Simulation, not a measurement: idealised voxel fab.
Process module, titled voxel capacitor over wiring
The width of the displayed cross-section, cut, is 250 nm; its cells are square, with a size of 5 nm.
When this document writes out a cross-section, it uses a grid of square cells and lists it as bands, beginning at the top and moving down, with a band standing for one or more rows of cells.
The entry gives the band's vertical extent as a top height and a bottom height in nm, then its horizontal make-up as materials from left to right, each with a width in nm. "blank" stands for empty space; a single material marked "everywhere" fills the band edge to edge.
Heights are measured from 0, the level below which the as-received wafer is all one material; the lowest band has no bottom and continues downward, written as in "top 0, no bottom".
The expression "30->40" gives the width at the extremes of the band, the first number at its top row of cells and the second at its bottom row, with the width changing by equal amounts from each row to the next in between.
"remains unaltered" after a step means that no cell of the cross-section changed.
"Trapped voids": sealed empty spaces, 8 cells or more, no open way to top, listed width x height at distance, with distance from the left edge and width, height and distance in nm.
The remark found on a step's line after its settings is issued by the simulator itself and pertains to that step.
overlay nm: step with mask; distance mask lay right of planned place; negative value = left of planned place.
Intended process steps:
1: RECEIVE | material Si
2: CONFORMAL_DEP | material SiO2 | thk nm 10
3: DIRECTIONAL_DEP | material TiN | thk nm 5
4: DIRECTIONAL_DEP | material W | thk nm 15
5: DIRECTIONAL_DEP | material aC | thk nm 10
6: PATTERN | tone cover | mask id METAL_1 | material resist | width nm 25 | pitch nm 90 | thk nm 25 | overlay nm 0
7: DIRECTIONAL_ETCH | etch materials aC | depth nm 10
8: STRIP | etch materials resist
9: DIRECTIONAL_ETCH | etch materials W | depth nm 15
10: DIRECTIONAL_ETCH | etch materials TiN | depth nm 5
11: STRIP | etch materials aC
12: CONFORMAL_DEP | material SiCN | thk nm 5
13: FILL_DEP | material SiO2 | thk nm 5
14: CMP | height nm 30
15: CONFORMAL_DEP | material SiCN | thk nm 5
16: DIRECTIONAL_DEP | material SiO2 | thk nm 15
17: MASKED_ETCH | tone open | mask id PLUG_1 | width nm 15 | etch materials SiO2 | depth nm 15 | overlay nm 0
18: MASKED_ETCH | tone open | mask id PLUG_1 | width nm 15 | etch materials SiCN | depth nm 5 | overlay nm 0
19: EPI | material Ru | thk nm 10
20: EPI | material Ru | thk nm 10
21: DIRECTIONAL_DEP | material TiN | thk nm 10
22: DIRECTIONAL_DEP | material SiN | thk nm 5
23: DIRECTIONAL_DEP | material TiN | thk nm 10
24: MASKED_ETCH | tone cover | mask id UPPER_PLATE | width nm 70 | etch materials TiN | depth nm 10 | overlay nm 0
25: MASKED_ETCH | tone cover | mask id UPPER_PLATE | width nm 70 | etch materials SiN | depth nm 5 | overlay nm 0
26: PATTERN | tone cover | mask id LOWER_PLATE | material resist | width nm 80 | thk nm 20 | overlay nm 0
27: DIRECTIONAL_ETCH | etch materials TiN | depth nm 10
28: STRIP | etch materials resist
29: FILL_DEP | material SiO2 | thk nm 20
30: CMP | height nm 90
31: DIRECTIONAL_DEP | material aC | thk nm 15
32: PATTERN | tone open | mask id PLUG_2 | material resist | width nm 15 | thk nm 30 | overlay nm 0
33: DIRECTIONAL_ETCH | etch materials aC | depth nm 15
34: STRIP | etch materials resist
35: DIRECTIONAL_ETCH | etch materials SiO2 | depth nm 15
36: STRIP | etch materials aC
37: CONFORMAL_DEP | material TiN | thk nm 5
38: FILL_DEP | material Ru | thk nm 5
39: CMP | height nm 90
40: CONFORMAL_DEP | material SiCN | thk nm 5
Concerning the first of two wafers, which was run in accordance with the plan:
Step 1 complete: cross-section of the wafer as received:
* top 0, no bottom | Si everywhere
* Trapped voids: none
Cross-section: wafer state after step 2:
* top 10, bottom 0 | SiO2 everywhere
* Below 0, no change.
Cross-section: wafer state after step 3:
* top 15, bottom 10 | TiN everywhere
* Below 10, no change.
Cross-section: wafer state after step 4:
* top 30, bottom 15 | W everywhere
* Below 15, no change.
Cross-section: wafer state after step 5:
* top 40, bottom 30 | aC everywhere
* Below 30, no change.
Cross-section: wafer state after step 6:
* top 65, bottom 40 | 65 blank | 25 resist | 65 blank | 25 resist | 70 blank
* Below 40, no change.
Cross-section: wafer state after step 7:
* top 55, bottom 40 | 65 blank | 25 resist | 65 blank | 25 resist | 70 blank
* top 40, bottom 30 | 65 blank | 25 aC | 65 blank | 25 aC | 70 blank
* Below 30, no change.
Cross-section: wafer state after step 8:
* top 40, bottom 30 | 65 blank | 25 aC | 65 blank | 25 aC | 70 blank
* Below 30, no change.
Cross-section: wafer state after step 9:
* top 40, bottom 30 | 65 blank | 25 aC | 65 blank | 25 aC | 70 blank
* top 30, bottom 15 | 65 blank | 25 W | 65 blank | 25 W | 70 blank
* Below 15, no change.
Cross-section: wafer state after step 10:
* top 40, bottom 30 | 65 blank | 25 aC | 65 blank | 25 aC | 70 blank
* top 30, bottom 15 | 65 blank | 25 W | 65 blank | 25 W | 70 blank
* top 15, bottom 10 | 65 blank | 25 TiN | 65 blank | 25 TiN | 70 blank
* Below 10, no change.
Cross-section: wafer state after step 11:
* top 30, bottom 15 | 65 blank | 25 W | 65 blank | 25 W | 70 blank
* Below 15, no change.
Cross-section: wafer state after step 12:
* top 35, bottom 30 | 60 blank | 35 SiCN | 55 blank | 35 SiCN | 65 blank
* top 30, bottom 15 | 60 blank | 5 SiCN | 25 W | 5 SiCN | 55 blank | 5 SiCN | 25 W | 5 SiCN | 65 blank
* top 15, bottom 10 | 65 SiCN | 25 TiN | 65 SiCN | 25 TiN | 70 SiCN
* Below 10, no change.
Cross-section: wafer state after step 13:
* top 40, bottom 35 | SiO2 everywhere
* top 35, bottom 30 | 60 SiO2 | 35 SiCN | 55 SiO2 | 35 SiCN | 65 SiO2
* top 30, bottom 15 | 60 SiO2 | 5 SiCN | 25 W | 5 SiCN | 55 SiO2 | 5 SiCN | 25 W | 5 SiCN | 65 SiO2
* Below 15, no change.
Cross-section: wafer state after step 14:
* top 30, bottom 15 | 60 SiO2 | 5 SiCN | 25 W | 5 SiCN | 55 SiO2 | 5 SiCN | 25 W | 5 SiCN | 65 SiO2
* Below 15, no change.
Cross-section: wafer state after step 15:
* top 35, bottom 30 | SiCN everywhere
* Below 30, no change.
Cross-section: wafer state after step 16:
* top 50, bottom 35 | SiO2 everywhere
* Below 35, no change.
Cross-section: wafer state after step 17:
* top 50, bottom 35 | 75 SiO2 | 15 blank | 160 SiO2
* Below 35, no change.
Cross-section: wafer state after step 18:
* top 50, bottom 35 | 75 SiO2 | 15 blank | 160 SiO2
* top 35, bottom 30 | 75 SiCN | 15 blank | 160 SiCN
* Below 30, no change.
Cross-section: wafer state after step 19:
* top 50, bottom 40 | 75 SiO2 | 15 blank | 160 SiO2
* top 40, bottom 35 | 75 SiO2 | 15 Ru | 160 SiO2
* top 35, bottom 30 | 75 SiCN | 15 Ru | 160 SiCN
* Below 30, no change.
Cross-section: wafer state after step 20:
* top 50, bottom 35 | 75 SiO2 | 15 Ru | 160 SiO2
* Below 35, no change.
Cross-section: wafer state after step 21:
* top 60, bottom 50 | TiN everywhere
* Below 50, no change.
Cross-section: wafer state after step 22:
* top 65, bottom 60 | SiN everywhere
* Below 60, no change.
Cross-section: wafer state after step 23:
* top 75, bottom 65 | TiN everywhere
* Below 65, no change.
Cross-section: wafer state after step 24:
* top 75, bottom 65 | 75 blank | 70 TiN | 105 blank
* Below 65, no change.
Cross-section: wafer state after step 25:
* top 75, bottom 65 | 75 blank | 70 TiN | 105 blank
* top 65, bottom 60 | 75 blank | 70 SiN | 105 blank
* Below 60, no change.
Cross-section: wafer state after step 26:
* top 95, bottom 75 | 70 blank | 80 resist | 100 blank
* top 75, bottom 65 | 70 blank | 5 resist | 70 TiN | 5 resist | 100 blank
* top 65, bottom 60 | 70 blank | 5 resist | 70 SiN | 5 resist | 100 blank
* Below 60, no change.
Cross-section: wafer state after step 27:
* top 95, bottom 75 | 70 blank | 80 resist | 100 blank
* top 75, bottom 65 | 70 blank | 5 resist | 70 TiN | 5 resist | 100 blank
* top 65, bottom 60 | 70 blank | 5 resist | 70 SiN | 5 resist | 100 blank
* top 60, bottom 50 | 70 blank | 80 TiN | 100 blank
* Below 50, no change.
Cross-section: wafer state after step 28:
* top 75, bottom 65 | 75 blank | 70 TiN | 105 blank
* top 65, bottom 60 | 75 blank | 70 SiN | 105 blank
* Below 60, no change.
Cross-section: wafer state after step 29:
* top 95, bottom 75 | SiO2 everywhere
* top 75, bottom 65 | 75 SiO2 | 70 TiN | 105 SiO2
* top 65, bottom 60 | 75 SiO2 | 70 SiN | 105 SiO2
* top 60, bottom 50 | 70 SiO2 | 80 TiN | 100 SiO2
* Below 50, no change.
Cross-section: wafer state after step 30:
* top 90, bottom 75 | SiO2 everywhere
* Below 75, no change.
Cross-section: wafer state after step 31:
* top 105, bottom 90 | aC everywhere
* Below 90, no change.
Cross-section: wafer state after step 32:
* top 135, bottom 105 | 85 resist | 15 blank | 150 resist
* Below 105, no change.
Cross-section: wafer state after step 33:
* top 120, bottom 105 | 85 resist | 15 blank | 150 resist
* top 105, bottom 90 | 85 aC | 15 blank | 150 aC
* Below 90, no change.
Cross-section: wafer state after step 34:
* top 105, bottom 90 | 85 aC | 15 blank | 150 aC
* Below 90, no change.
Cross-section: wafer state after step 35:
* top 105, bottom 90 | 85 aC | 15 blank | 150 aC
* top 90, bottom 75 | 85 SiO2 | 15 blank | 150 SiO2
* Below 75, no change.
Cross-section: wafer state after step 36:
* top 90, bottom 75 | 85 SiO2 | 15 blank | 150 SiO2
* Below 75, no change.
Cross-section: wafer state after step 37:
* top 95, bottom 90 | 90 TiN | 5 blank | 155 TiN
* top 90, bottom 80 | 85 SiO2 | 5 TiN | 5 blank | 5 TiN | 150 SiO2
* top 80, bottom 75 | 85 SiO2 | 15 TiN | 150 SiO2
* Below 75, no change.
Cross-section: wafer state after step 38:
* top 100, bottom 95 | Ru everywhere
* top 95, bottom 90 | 90 TiN | 5 Ru | 155 TiN
* top 90, bottom 80 | 85 SiO2 | 5 TiN | 5 Ru | 5 TiN | 150 SiO2
* Below 80, no change.
Cross-section: wafer state after step 39:
* top 90, bottom 80 | 85 SiO2 | 5 TiN | 5 Ru | 5 TiN | 150 SiO2
* Below 80, no change.
Cross-section: wafer state after step 40:
* top 95, bottom 90 | SiCN everywhere
* Below 90, no change.
Second wafer, same starting state and plan as the first, one mistake in the run, identical through step 2:
Second wafer: cross-section at the scheduled end of step 3:
* top 25, bottom 10 | W everywhere
* Below 10, no change.
Second wafer: cross-section at the scheduled end of step 4:
* top 30, bottom 25 | TiN everywhere
* Below 25, no change.
Second wafer: cross-section at the scheduled end of step 5:
* top 40, bottom 30 | aC everywhere
* Below 30, no change.
Second wafer: cross-section at the scheduled end of step 6:
* top 65, bottom 40 | 65 blank | 25 resist | 65 blank | 25 resist | 70 blank
* Below 40, no change.
Second wafer: cross-section at the scheduled end of step 7:
* top 55, bottom 40 | 65 blank | 25 resist | 65 blank | 25 resist | 70 blank
* top 40, bottom 30 | 65 blank | 25 aC | 65 blank | 25 aC | 70 blank
* Below 30, no change.
Second wafer: cross-section at the scheduled end of step 8:
* top 40, bottom 30 | 65 blank | 25 aC | 65 blank | 25 aC | 70 blank
* Below 30, no change.
Second wafer: cross-section at the scheduled end of step 9: remains unaltered
Second wafer: cross-section at the scheduled end of step 10:
* top 40, bottom 30 | 65 blank | 25 aC | 65 blank | 25 aC | 70 blank
* top 30, bottom 25 | 65 blank | 25 TiN | 65 blank | 25 TiN | 70 blank
* Below 25, no change.
Second wafer: cross-section at the scheduled end of step 11:
* top 30, bottom 25 | 65 blank | 25 TiN | 65 blank | 25 TiN | 70 blank
* Below 25, no change.
Second wafer: cross-section at the scheduled end of step 12:
* top 35, bottom 30 | 60 blank | 35 SiCN | 55 blank | 35 SiCN | 65 blank
* top 30, bottom 25 | 65 SiCN | 25 TiN | 65 SiCN | 25 TiN | 70 SiCN
* Below 25, no change.
Second wafer: cross-section at the scheduled end of step 13:
* top 40, bottom 35 | SiO2 everywhere
* top 35, bottom 30 | 60 SiO2 | 35 SiCN | 55 SiO2 | 35 SiCN | 65 SiO2
* Below 30, no change.
Second wafer: cross-section at the scheduled end of step 14:
* top 30, bottom 25 | 65 SiCN | 25 TiN | 65 SiCN | 25 TiN | 70 SiCN
* Below 25, no change.
Second wafer: cross-section at the scheduled end of step 15:
* top 35, bottom 30 | SiCN everywhere
* Below 30, no change.
Second wafer: cross-section at the scheduled end of step 16:
* top 50, bottom 35 | SiO2 everywhere
* Below 35, no change.
Second wafer: cross-section at the scheduled end of step 17:
* top 50, bottom 35 | 75 SiO2 | 15 blank | 160 SiO2
* Below 35, no change.
Second wafer: cross-section at the scheduled end of step 18:
* top 50, bottom 35 | 75 SiO2 | 15 blank | 160 SiO2
* top 35, bottom 30 | 75 SiCN | 15 blank | 160 SiCN
* Below 30, no change.
Second wafer: cross-section at the scheduled end of step 19:
* top 50, bottom 40 | 75 SiO2 | 15 blank | 160 SiO2
* top 40, bottom 35 | 75 SiO2 | 15 Ru | 160 SiO2
* top 35, bottom 30 | 75 SiCN | 15 Ru | 160 SiCN
* Below 30, no change.
Second wafer: cross-section at the scheduled end of step 20:
* top 50, bottom 35 | 75 SiO2 | 15 Ru | 160 SiO2
* Below 35, no change.
Second wafer: cross-section at the scheduled end of step 21:
* top 60, bottom 50 | TiN everywhere
* Below 50, no change.
Second wafer: cross-section at the scheduled end of step 22:
* top 65, bottom 60 | SiN everywhere
* Below 60, no change.
Second wafer: cross-section at the scheduled end of step 23:
* top 75, bottom 65 | TiN everywhere
* Below 65, no change.
Second wafer: cross-section at the scheduled end of step 24:
* top 75, bottom 65 | 75 blank | 70 TiN | 105 blank
* Below 65, no change.
Second wafer: cross-section at the scheduled end of step 25:
* top 75, bottom 65 | 75 blank | 70 TiN | 105 blank
* top 65, bottom 60 | 75 blank | 70 SiN | 105 blank
* Below 60, no change.
Second wafer: cross-section at the scheduled end of step 26:
* top 95, bottom 75 | 70 blank | 80 resist | 100 blank
* top 75, bottom 65 | 70 blank | 5 resist | 70 TiN | 5 resist | 100 blank
* top 65, bottom 60 | 70 blank | 5 resist | 70 SiN | 5 resist | 100 blank
* Below 60, no change.
Second wafer: cross-section at the scheduled end of step 27:
* top 95, bottom 75 | 70 blank | 80 resist | 100 blank
* top 75, bottom 65 | 70 blank | 5 resist | 70 TiN | 5 resist | 100 blank
* top 65, bottom 60 | 70 blank | 5 resist | 70 SiN | 5 resist | 100 blank
* top 60, bottom 50 | 70 blank | 80 TiN | 100 blank
* Below 50, no change.
Second wafer: cross-section at the scheduled end of step 28:
* top 75, bottom 65 | 75 blank | 70 TiN | 105 blank
* top 65, bottom 60 | 75 blank | 70 SiN | 105 blank
* Below 60, no change.
Second wafer: cross-section at the scheduled end of step 29:
* top 95, bottom 75 | SiO2 everywhere
* top 75, bottom 65 | 75 SiO2 | 70 TiN | 105 SiO2
* top 65, bottom 60 | 75 SiO2 | 70 SiN | 105 SiO2
* top 60, bottom 50 | 70 SiO2 | 80 TiN | 100 SiO2
* Below 50, no change.
Second wafer: cross-section at the scheduled end of step 30:
* top 90, bottom 75 | SiO2 everywhere
* Below 75, no change.
Second wafer: cross-section at the scheduled end of step 31:
* top 105, bottom 90 | aC everywhere
* Below 90, no change.
Second wafer: cross-section at the scheduled end of step 32:
* top 135, bottom 105 | 85 resist | 15 blank | 150 resist
* Below 105, no change.
Second wafer: cross-section at the scheduled end of step 33:
* top 120, bottom 105 | 85 resist | 15 blank | 150 resist
* top 105, bottom 90 | 85 aC | 15 blank | 150 aC
* Below 90, no change.
Second wafer: cross-section at the scheduled end of step 34:
* top 105, bottom 90 | 85 aC | 15 blank | 150 aC
* Below 90, no change.
Second wafer: cross-section at the scheduled end of step 35:
* top 105, bottom 90 | 85 aC | 15 blank | 150 aC
* top 90, bottom 75 | 85 SiO2 | 15 blank | 150 SiO2
* Below 75, no change.
Second wafer: cross-section at the scheduled end of step 36:
* top 90, bottom 75 | 85 SiO2 | 15 blank | 150 SiO2
* Below 75, no change.
Second wafer: cross-section at the scheduled end of step 37:
* top 95, bottom 90 | 90 TiN | 5 blank | 155 TiN
* top 90, bottom 80 | 85 SiO2 | 5 TiN | 5 blank | 5 TiN | 150 SiO2
* top 80, bottom 75 | 85 SiO2 | 15 TiN | 150 SiO2
* Below 75, no change.
Second wafer: cross-section at the scheduled end of step 38:
* top 100, bottom 95 | Ru everywhere
* top 95, bottom 90 | 90 TiN | 5 Ru | 155 TiN
* top 90, bottom 80 | 85 SiO2 | 5 TiN | 5 Ru | 5 TiN | 150 SiO2
* Below 80, no change.
Second wafer: cross-section at the scheduled end of step 39:
* top 90, bottom 80 | 85 SiO2 | 5 TiN | 5 Ru | 5 TiN | 150 SiO2
* Below 80, no change.
Second wafer: cross-section at the scheduled end of step 40:
* top 95, bottom 90 | SiCN everywhere
* Below 90, no change.
Which mistake was made when the wafer was run? contrary to the plan, steps 3 and 4 were processed in exchanged order
The final cell counts differ between the wafers, with the second having more or fewer of some materials than the first: 12 fewer of SiCN; 108 fewer of SiO2; 120 more of W
